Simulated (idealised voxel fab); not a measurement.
process module | voxel ribs on slabs
cross-section cut | 270 nm wide | cells 5 nm
A cross-section is a grid of square cells, given in bands from the top down. A band is one or more rows of cells.
Each band's line starts with the height of the band's top and of its bottom, in nm. Then come its materials from left to right, each with its width in nm. One material with "throughout" fills the band from edge to edge. "air" is empty space.
Height 0 is the level under which the wafer as received is all one material. The lowest band goes on downwards, as in "0 down".
A width such as "30 to 40" changes by the same amount from each row of cells to the next, from the band's top row to its bottom row.
"no change" after a step means that no cell of the cross-section changed.
closed voids: empty space of 8 cells or more with no open way to the top, each as width x height at its distance from the left edge, in nm
after a step's settings: what the simulator itself notes on the step
overlay nm, on a step with a mask: how far to the right of its planned place the mask lay; to the left if negative
plan
1 op RECEIVE | material Si
2 op DIRECTIONAL_DEP | material SiO2 | thk nm 25
3 op DIRECTIONAL_DEP | material polySi | thk nm 25
4 op DIRECTIONAL_DEP | material aC | thk nm 15
5 op PATTERN | tone cover | mask id RIB | material resist | width nm 20 | thk nm 30 | overlay nm 0
6 op DIRECTIONAL_ETCH | etch materials aC | depth nm 15
7 op STRIP | etch materials resist
8 op DIRECTIONAL_ETCH | etch materials polySi | depth nm 15
9 op STRIP | etch materials aC
10 op MASKED_ETCH | tone cover | mask id SLAB | width nm 70 | etch materials polySi | depth nm 10 | overlay nm 0
11 op FILL_DEP | material SiO2 | thk nm 30
12 op CMP | height nm 70
13 op DIRECTIONAL_DEP | material TiN | thk nm 10
14 op MASKED_ETCH | tone cover | mask id HEATER | width nm 30 | etch materials TiN | depth nm 10 | overlay nm 0
15 op CONFORMAL_DEP | material SiO2 | thk nm 10
first wafer, as planned
as received, after step 1
  0 down: Si throughout
  closed voids: none
after step 2
  25 to 0: SiO2 throughout
  below 0: unchanged
after step 3
  50 to 25: polySi throughout
  below 25: unchanged
after step 4
  65 to 50: aC throughout
  below 50: unchanged
after step 5
  95 to 65: air 125 | resist 20 | air 125
  below 65: unchanged
after step 6
  80 to 65: air 125 | resist 20 | air 125
  65 to 50: air 125 | aC 20 | air 125
  below 50: unchanged
after step 7
  65 to 50: air 125 | aC 20 | air 125
  below 50: unchanged
after step 8
  65 to 50: air 125 | aC 20 | air 125
  50 to 35: air 125 | polySi 20 | air 125
  below 35: unchanged
after step 9
  50 to 35: air 125 | polySi 20 | air 125
  below 35: unchanged
after step 10
  50 to 35: air 125 | polySi 20 | air 125
  35 to 25: air 100 | polySi 70 | air 100
  below 25: unchanged
after step 11
  80 to 50: SiO2 throughout
  50 to 35: SiO2 125 | polySi 20 | SiO2 125
  35 to 25: SiO2 100 | polySi 70 | SiO2 100
  below 25: unchanged
after step 12
  70 to 50: SiO2 throughout
  below 50: unchanged
after step 13
  80 to 70: TiN throughout
  below 70: unchanged
after step 14
  80 to 70: air 120 | TiN 30 | air 120
  below 70: unchanged
after step 15
  90 to 80: air 110 | SiO2 50 | air 110
  80 to 70: SiO2 120 | TiN 30 | SiO2 120
  below 70: unchanged
second wafer: like start, like plan, one mistake. Through step 1 it matches the first wafer
when step 2 should have ended
  35 to 0: SiO2 throughout
  below 0: unchanged
when step 3 should have ended
  60 to 35: polySi throughout
  below 35: unchanged
when step 4 should have ended
  75 to 60: aC throughout
  below 60: unchanged
when step 5 should have ended
  105 to 75: air 125 | resist 20 | air 125
  below 75: unchanged
when step 6 should have ended
  90 to 75: air 125 | resist 20 | air 125
  75 to 60: air 125 | aC 20 | air 125
  below 60: unchanged
when step 7 should have ended
  75 to 60: air 125 | aC 20 | air 125
  below 60: unchanged
when step 8 should have ended
  75 to 60: air 125 | aC 20 | air 125
  60 to 45: air 125 | polySi 20 | air 125
  below 45: unchanged
when step 9 should have ended
  60 to 45: air 125 | polySi 20 | air 125
  below 45: unchanged
when step 10 should have ended
  60 to 45: air 125 | polySi 20 | air 125
  45 to 35: air 100 | polySi 70 | air 100
  below 35: unchanged
when step 11 should have ended
  90 to 60: SiO2 throughout
  60 to 45: SiO2 125 | polySi 20 | SiO2 125
  45 to 35: SiO2 100 | polySi 70 | SiO2 100
  below 35: unchanged
when step 12 should have ended
  70 to 60: SiO2 throughout
  below 60: unchanged
when step 13 should have ended
  80 to 70: TiN throughout
  below 70: unchanged
when step 14 should have ended
  80 to 70: air 120 | TiN 30 | air 120
  below 70: unchanged
when step 15 should have ended
  90 to 80: air 110 | SiO2 50 | air 110
  80 to 70: SiO2 120 | TiN 30 | SiO2 120
  below 70: unchanged
what went wrong: step 2 ran as: op DIRECTIONAL_DEP | material SiO2 | thk nm 35
at the end the second wafer has, in cells: as many of each material as the first, in other places
